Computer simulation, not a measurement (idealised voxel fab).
This is a process module. Its name is voxel wiring stack.
Cross-section cut spans 280 nm and uses square cells 5 nm in size.
Just so we're on the same page, the cross-sections are grids of square cells, and they're listed out in bands top to bottom, each band one or more rows deep. Quick guide to a band line: top height, bottom height (nm) up front; then every material left to right with its width in nm. Only one material and it's marked "everywhere"? Then it fills the band edge to edge. And "blank" just means empty space. Heights from 0 (as-received wafer is one material below). Bottom band endless downward, as "0 down". Width spec "30 to 40" -> top row of cells at first value, bottom row at second value, equal per-row change in between. "everything unchanged" for a step: no cell of the cross-section changed in that step. Any empty space of 8 cells or more lacking an open way to the top shows up in "Enclosed cavity list" as width x height at distance, distance from the left edge, in nm. Anything after a step's settings on that line? It's the simulator's own note about the step. overlay nm, on a step with a mask: how far to the right of its planned place the mask lay; to the left if negative.
Steps planned for the process:
1) RECEIVE: material Si
2) CONFORMAL_DEP: material SiO2, thk nm 10
3) CONFORMAL_DEP: material SiN, thk nm 5
4) DIRECTIONAL_DEP: material lowk, thk nm 25
5) PATTERN: tone open, mask id METAL_1, material resist, width nm 30, pitch nm 60, thk nm 15, overlay nm 0
6) DIRECTIONAL_ETCH: etch materials lowk, depth nm 25
7) DIRECTIONAL_ETCH: etch materials SiN, depth nm 5
8) STRIP: etch materials resist
9) CONFORMAL_DEP: material TiN, thk nm 5
10) FILL_DEP: material W, thk nm 5
11) CMP: height nm 40
12) CONFORMAL_DEP: material SiCN, thk nm 5
13) DIRECTIONAL_DEP: material lowk, thk nm 20
14) DIRECTIONAL_DEP: material aC, thk nm 15
15) PATTERN: tone open, mask id PLUG_1, material resist, width nm 15, pitch nm 120, thk nm 30, overlay nm 0
16) DIRECTIONAL_ETCH: etch materials aC, depth nm 15
17) STRIP: etch materials resist
18) DIRECTIONAL_ETCH: etch materials lowk, depth nm 20
19) DIRECTIONAL_ETCH: etch materials SiCN, depth nm 5
20) STRIP: etch materials aC
21) EPI: material Ru, thk nm 10
22) EPI: material Ru, thk nm 10
23) EPI: material Ru, thk nm 5
24) CONFORMAL_DEP: material SiCN, thk nm 5
25) DIRECTIONAL_DEP: material lowk, thk nm 25
26) MASKED_ETCH: tone open, mask id METAL_2, width nm 30, pitch nm 60, etch materials lowk, depth nm 25, overlay nm 0
27) MASKED_ETCH: tone open, mask id METAL_2, width nm 30, pitch nm 60, etch materials SiCN, depth nm 5, overlay nm 0
28) CONFORMAL_DEP: material TiN, thk nm 5
29) FILL_DEP: material Cu, thk nm 10
30) CMP: height nm 95
31) CONFORMAL_DEP: material SiCN, thk nm 5
32) DIRECTIONAL_DEP: material SiO2, thk nm 35
33) DIRECTIONAL_DEP: material aC, thk nm 10
34) PATTERN: tone open, mask id METAL_3, material resist, width nm 30, pitch nm 60, thk nm 30, overlay nm 0
35) DIRECTIONAL_ETCH: etch materials aC, depth nm 10
36) STRIP: etch materials resist
37) DIRECTIONAL_ETCH: etch materials SiO2, depth nm 20
38) STRIP: etch materials aC
39) PATTERN: tone open, mask id METAL_3_HOLES, material resist, width nm 15, pitch nm 120, thk nm 15, overlay nm 0
40) DIRECTIONAL_ETCH: etch materials SiO2, depth nm 15
41) DIRECTIONAL_ETCH: etch materials SiCN, depth nm 5
42) STRIP: etch materials resist
43) CONFORMAL_DEP: material TiN, thk nm 5
44) FILL_DEP: material Cu, thk nm 10
45) CMP: height nm 135
46) CONFORMAL_DEP: material SiN, thk nm 5
First of two wafers - as planned:
Received-state cross-section, reflecting completion of step 1:
* 0 down = Si everywhere
* Enclosed cavity list: none
The wafer, seen in cross-section, after step 2:
* 10 to 0 = SiO2 everywhere
* Below a height of 0, the structure has not been altered.
The wafer, seen in cross-section, after step 3:
* 15 to 10 = SiN everywhere
* Below a height of 10, the structure has not been altered.
The wafer, seen in cross-section, after step 4:
* 40 to 15 = lowk everywhere
* Below a height of 15, the structure has not been altered.
The wafer, seen in cross-section, after step 5:
* 55 to 40 = resist=65, blank=30, resist=30, blank=30, resist=30, blank=30, resist=65
* Below a height of 40, the structure has not been altered.
The wafer, seen in cross-section, after step 6:
* 55 to 40 = resist=65, blank=30, resist=30, blank=30, resist=30, blank=30, resist=65
* 40 to 15 = lowk=65, blank=30, lowk=30, blank=30, lowk=30, blank=30, lowk=65
* Below a height of 15, the structure has not been altered.
The wafer, seen in cross-section, after step 7:
* 55 to 40 = resist=65, blank=30, resist=30, blank=30, resist=30, blank=30, resist=65
* 40 to 15 = lowk=65, blank=30, lowk=30, blank=30, lowk=30, blank=30, lowk=65
* 15 to 10 = SiN=65, blank=30, SiN=30, blank=30, SiN=30, blank=30, SiN=65
* Below a height of 10, the structure has not been altered.
The wafer, seen in cross-section, after step 8:
* 40 to 15 = lowk=65, blank=30, lowk=30, blank=30, lowk=30, blank=30, lowk=65
* Below a height of 15, the structure has not been altered.
The wafer, seen in cross-section, after step 9:
* 45 to 40 = TiN=70, blank=20, TiN=40, blank=20, TiN=40, blank=20, TiN=70
* 40 to 15 = lowk=65, TiN=5, blank=20, TiN=5, lowk=30, TiN=5, blank=20, TiN=5, lowk=30, TiN=5, blank=20, TiN=5, lowk=65
* 15 to 10 = SiN=65, TiN=30, SiN=30, TiN=30, SiN=30, TiN=30, SiN=65
* Below a height of 10, the structure has not been altered.
The wafer, seen in cross-section, after step 10:
* 50 to 45 = W everywhere
* 45 to 40 = TiN=70, W=20, TiN=40, W=20, TiN=40, W=20, TiN=70
* 40 to 15 = lowk=65, TiN=5, W=20, TiN=5, lowk=30, TiN=5, W=20, TiN=5, lowk=30, TiN=5, W=20, TiN=5, lowk=65
* Below a height of 15, the structure has not been altered.
The wafer, seen in cross-section, after step 11:
* 40 to 15 = lowk=65, TiN=5, W=20, TiN=5, lowk=30, TiN=5, W=20, TiN=5, lowk=30, TiN=5, W=20, TiN=5, lowk=65
* Below a height of 15, the structure has not been altered.
The wafer, seen in cross-section, after step 12:
* 45 to 40 = SiCN everywhere
* Below a height of 40, the structure has not been altered.
The wafer, seen in cross-section, after step 13:
* 65 to 45 = lowk everywhere
* Below a height of 45, the structure has not been altered.
The wafer, seen in cross-section, after step 14:
* 80 to 65 = aC everywhere
* Below a height of 65, the structure has not been altered.
The wafer, seen in cross-section, after step 15:
* 110 to 80 = resist=65, blank=15, resist=105, blank=15, resist=80
* Below a height of 80, the structure has not been altered.
The wafer, seen in cross-section, after step 16:
* 95 to 80 = resist=65, blank=15, resist=105, blank=15, resist=80
* 80 to 65 = aC=65, blank=15, aC=105, blank=15, aC=80
* Below a height of 65, the structure has not been altered.
The wafer, seen in cross-section, after step 17:
* 80 to 65 = aC=65, blank=15, aC=105, blank=15, aC=80
* Below a height of 65, the structure has not been altered.
The wafer, seen in cross-section, after step 18:
* 80 to 65 = aC=65, blank=15, aC=105, blank=15, aC=80
* 65 to 45 = lowk=65, blank=15, lowk=105, blank=15, lowk=80
* Below a height of 45, the structure has not been altered.
The wafer, seen in cross-section, after step 19:
* 80 to 65 = aC=65, blank=15, aC=105, blank=15, aC=80
* 65 to 45 = lowk=65, blank=15, lowk=105, blank=15, lowk=80
* 45 to 40 = SiCN=65, blank=15, SiCN=105, blank=15, SiCN=80
* Below a height of 40, the structure has not been altered.
The wafer, seen in cross-section, after step 20:
* 65 to 45 = lowk=65, blank=15, lowk=105, blank=15, lowk=80
* Below a height of 45, the structure has not been altered.
The wafer, seen in cross-section, after step 21:
* 65 to 50 = lowk=65, blank=15, lowk=105, blank=15, lowk=80
* 50 to 45 = lowk=65, Ru=15, lowk=105, Ru=15, lowk=80
* 45 to 40 = SiCN=65, Ru=15, SiCN=105, Ru=15, SiCN=80
* Below a height of 40, the structure has not been altered.
The wafer, seen in cross-section, after step 22:
* 65 to 60 = lowk=65, blank=15, lowk=105, blank=15, lowk=80
* 60 to 45 = lowk=65, Ru=15, lowk=105, Ru=15, lowk=80
* Below a height of 45, the structure has not been altered.
The wafer, seen in cross-section, after step 23:
* 65 to 45 = lowk=65, Ru=15, lowk=105, Ru=15, lowk=80
* Below a height of 45, the structure has not been altered.
The wafer, seen in cross-section, after step 24:
* 70 to 65 = SiCN everywhere
* Below a height of 65, the structure has not been altered.
The wafer, seen in cross-section, after step 25:
* 95 to 70 = lowk everywhere
* Below a height of 70, the structure has not been altered.
The wafer, seen in cross-section, after step 26:
* 95 to 70 = lowk=65, blank=30, lowk=30, blank=30, lowk=30, blank=30, lowk=65
* Below a height of 70, the structure has not been altered.
The wafer, seen in cross-section, after step 27:
* 95 to 70 = lowk=65, blank=30, lowk=30, blank=30, lowk=30, blank=30, lowk=65
* 70 to 65 = SiCN=65, blank=30, SiCN=30, blank=30, SiCN=30, blank=30, SiCN=65
* Below a height of 65, the structure has not been altered.
The wafer, seen in cross-section, after step 28:
* 100 to 95 = TiN=70, blank=20, TiN=40, blank=20, TiN=40, blank=20, TiN=70
* 95 to 70 = lowk=65, TiN=5, blank=20, TiN=5, lowk=30, TiN=5, blank=20, TiN=5, lowk=30, TiN=5, blank=20, TiN=5, lowk=65
* 70 to 65 = SiCN=65, TiN=30, SiCN=30, TiN=30, SiCN=30, TiN=30, SiCN=65
* Below a height of 65, the structure has not been altered.
The wafer, seen in cross-section, after step 29:
* 110 to 100 = Cu everywhere
* 100 to 95 = TiN=70, Cu=20, TiN=40, Cu=20, TiN=40, Cu=20, TiN=70
* 95 to 70 = lowk=65, TiN=5, Cu=20, TiN=5, lowk=30, TiN=5, Cu=20, TiN=5, lowk=30, TiN=5, Cu=20, TiN=5, lowk=65
* Below a height of 70, the structure has not been altered.
The wafer, seen in cross-section, after step 30:
* 95 to 70 = lowk=65, TiN=5, Cu=20, TiN=5, lowk=30, TiN=5, Cu=20, TiN=5, lowk=30, TiN=5, Cu=20, TiN=5, lowk=65
* Below a height of 70, the structure has not been altered.
The wafer, seen in cross-section, after step 31:
* 100 to 95 = SiCN everywhere
* Below a height of 95, the structure has not been altered.
The wafer, seen in cross-section, after step 32:
* 135 to 100 = SiO2 everywhere
* Below a height of 100, the structure has not been altered.
The wafer, seen in cross-section, after step 33:
* 145 to 135 = aC everywhere
* Below a height of 135, the structure has not been altered.
The wafer, seen in cross-section, after step 34:
* 175 to 145 = resist=65, blank=30, resist=30, blank=30, resist=30, blank=30, resist=65
* Below a height of 145, the structure has not been altered.
The wafer, seen in cross-section, after step 35:
* 165 to 145 = resist=65, blank=30, resist=30, blank=30, resist=30, blank=30, resist=65
* 145 to 135 = aC=65, blank=30, aC=30, blank=30, aC=30, blank=30, aC=65
* Below a height of 135, the structure has not been altered.
The wafer, seen in cross-section, after step 36:
* 145 to 135 = aC=65, blank=30, aC=30, blank=30, aC=30, blank=30, aC=65
* Below a height of 135, the structure has not been altered.
The wafer, seen in cross-section, after step 37:
* 145 to 135 = aC=65, blank=30, aC=30, blank=30, aC=30, blank=30, aC=65
* 135 to 115 = SiO2=65, blank=30, SiO2=30, blank=30, SiO2=30, blank=30, SiO2=65
* Below a height of 115, the structure has not been altered.
The wafer, seen in cross-section, after step 38:
* 135 to 115 = SiO2=65, blank=30, SiO2=30, blank=30, SiO2=30, blank=30, SiO2=65
* Below a height of 115, the structure has not been altered.
The wafer, seen in cross-section, after step 39:
* 150 to 135 = resist=65, blank=15, resist=105, blank=15, resist=80
* 135 to 115 = SiO2=65, blank=15, resist=15, SiO2=30, resist=30, SiO2=30, blank=15, resist=15, SiO2=65
* Below a height of 115, the structure has not been altered.
The wafer, seen in cross-section, after step 40:
* 150 to 135 = resist=65, blank=15, resist=105, blank=15, resist=80
* 135 to 115 = SiO2=65, blank=15, resist=15, SiO2=30, resist=30, SiO2=30, blank=15, resist=15, SiO2=65
* 115 to 100 = SiO2=65, blank=15, SiO2=105, blank=15, SiO2=80
* Below a height of 100, the structure has not been altered.
The wafer, seen in cross-section, after step 41:
* 150 to 135 = resist=65, blank=15, resist=105, blank=15, resist=80
* 135 to 115 = SiO2=65, blank=15, resist=15, SiO2=30, resist=30, SiO2=30, blank=15, resist=15, SiO2=65
* 115 to 100 = SiO2=65, blank=15, SiO2=105, blank=15, SiO2=80
* 100 to 95 = SiCN=65, blank=15, SiCN=105, blank=15, SiCN=80
* Below a height of 95, the structure has not been altered.
The wafer, seen in cross-section, after step 42:
* 135 to 115 = SiO2=65, blank=30, SiO2=30, blank=30, SiO2=30, blank=30, SiO2=65
* Below a height of 115, the structure has not been altered.
The wafer, seen in cross-section, after step 43:
* 140 to 135 = TiN=70, blank=20, TiN=40, blank=20, TiN=40, blank=20, TiN=70
* 135 to 120 = SiO2=65, TiN=5, blank=20, TiN=5, SiO2=30, TiN=5, blank=20, TiN=5, SiO2=30, TiN=5, blank=20, TiN=5, SiO2=65
* 120 to 115 = SiO2=65, TiN=5, blank=5, TiN=20, SiO2=30, TiN=30, SiO2=30, TiN=5, blank=5, TiN=20, SiO2=65
* 115 to 100 = SiO2=65, TiN=5, blank=5, TiN=5, SiO2=105, TiN=5, blank=5, TiN=5, SiO2=80
* 100 to 95 = SiCN=65, TiN=15, SiCN=105, TiN=15, SiCN=80
* Below a height of 95, the structure has not been altered.
The wafer, seen in cross-section, after step 44:
* 150 to 140 = Cu everywhere
* 140 to 135 = TiN=70, Cu=20, TiN=40, Cu=20, TiN=40, Cu=20, TiN=70
* 135 to 120 = SiO2=65, TiN=5, Cu=20, TiN=5, SiO2=30, TiN=5, Cu=20, TiN=5, SiO2=30, TiN=5, Cu=20, TiN=5, SiO2=65
* 120 to 115 = SiO2=65, TiN=5, Cu=5, TiN=20, SiO2=30, TiN=30, SiO2=30, TiN=5, Cu=5, TiN=20, SiO2=65
* 115 to 100 = SiO2=65, TiN=5, Cu=5, TiN=5, SiO2=105, TiN=5, Cu=5, TiN=5, SiO2=80
* Below a height of 100, the structure has not been altered.
The wafer, seen in cross-section, after step 45:
* 135 to 120 = SiO2=65, TiN=5, Cu=20, TiN=5, SiO2=30, TiN=5, Cu=20, TiN=5, SiO2=30, TiN=5, Cu=20, TiN=5, SiO2=65
* Below a height of 120, the structure has not been altered.
The wafer, seen in cross-section, after step 46:
* 140 to 135 = SiN everywhere
* Below a height of 135, the structure has not been altered.
Notes, second wafer: start = first wafer's, plan = first wafer's, execution had one mistake; history identical to first through step 30:
Cross-section of the second wafer at the time by which step 31 should have been completed according to the plan:
* 130 to 95 = SiO2 everywhere
* Below a height of 95, the structure has not been altered.
Cross-section of the second wafer at the time by which step 32 should have been completed according to the plan:
* 135 to 130 = SiCN everywhere
* Below a height of 130, the structure has not been altered.
Cross-section of the second wafer at the time by which step 33 should have been completed according to the plan:
* 145 to 135 = aC everywhere
* Below a height of 135, the structure has not been altered.
Cross-section of the second wafer at the time by which step 34 should have been completed according to the plan:
* 175 to 145 = resist=65, blank=30, resist=30, blank=30, resist=30, blank=30, resist=65
* Below a height of 145, the structure has not been altered.
Cross-section of the second wafer at the time by which step 35 should have been completed according to the plan:
* 165 to 145 = resist=65, blank=30, resist=30, blank=30, resist=30, blank=30, resist=65
* 145 to 135 = aC=65, blank=30, aC=30, blank=30, aC=30, blank=30, aC=65
* Below a height of 135, the structure has not been altered.
Cross-section of the second wafer at the time by which step 36 should have been completed according to the plan:
* 145 to 135 = aC=65, blank=30, aC=30, blank=30, aC=30, blank=30, aC=65
* Below a height of 135, the structure has not been altered.
Cross-section of the second wafer at the time by which step 37 should have been completed according to the plan: everything unchanged
Cross-section of the second wafer at the time by which step 38 should have been completed according to the plan:
* 135 to 130 = SiCN everywhere
* Below a height of 130, the structure has not been altered.
Cross-section of the second wafer at the time by which step 39 should have been completed according to the plan:
* 150 to 135 = resist=65, blank=15, resist=105, blank=15, resist=80
* Below a height of 135, the structure has not been altered.
Cross-section of the second wafer at the time by which step 40 should have been completed according to the plan: everything unchanged
Cross-section of the second wafer at the time by which step 41 should have been completed according to the plan:
* 150 to 135 = resist=65, blank=15, resist=105, blank=15, resist=80
* 135 to 130 = SiCN=65, blank=15, SiCN=105, blank=15, SiCN=80
* Below a height of 130, the structure has not been altered.
Cross-section of the second wafer at the time by which step 42 should have been completed according to the plan:
* 135 to 130 = SiCN=65, blank=15, SiCN=105, blank=15, SiCN=80
* Below a height of 130, the structure has not been altered.
Cross-section of the second wafer at the time by which step 43 should have been completed according to the plan:
* 140 to 135 = TiN=70, blank=5, TiN=115, blank=5, TiN=85
* 135 to 130 = SiCN=65, TiN=15, SiCN=105, TiN=15, SiCN=80
* Below a height of 130, the structure has not been altered.
Cross-section of the second wafer at the time by which step 44 should have been completed according to the plan:
* 150 to 140 = Cu everywhere
* 140 to 135 = TiN=70, Cu=5, TiN=115, Cu=5, TiN=85
* Below a height of 135, the structure has not been altered.
Cross-section of the second wafer at the time by which step 45 should have been completed according to the plan:
* 135 to 130 = SiCN=65, TiN=15, SiCN=105, TiN=15, SiCN=80
* Below a height of 130, the structure has not been altered.
Cross-section of the second wafer at the time by which step 46 should have been completed according to the plan:
* 140 to 135 = SiN everywhere
* Below a height of 135, the structure has not been altered.
Error vs. plan: plan steps 31 and 32 run swapped
at the end the second wafer has, in cells: Cu: 44 fewer, SiO2: 90 more, TiN: 46 fewer
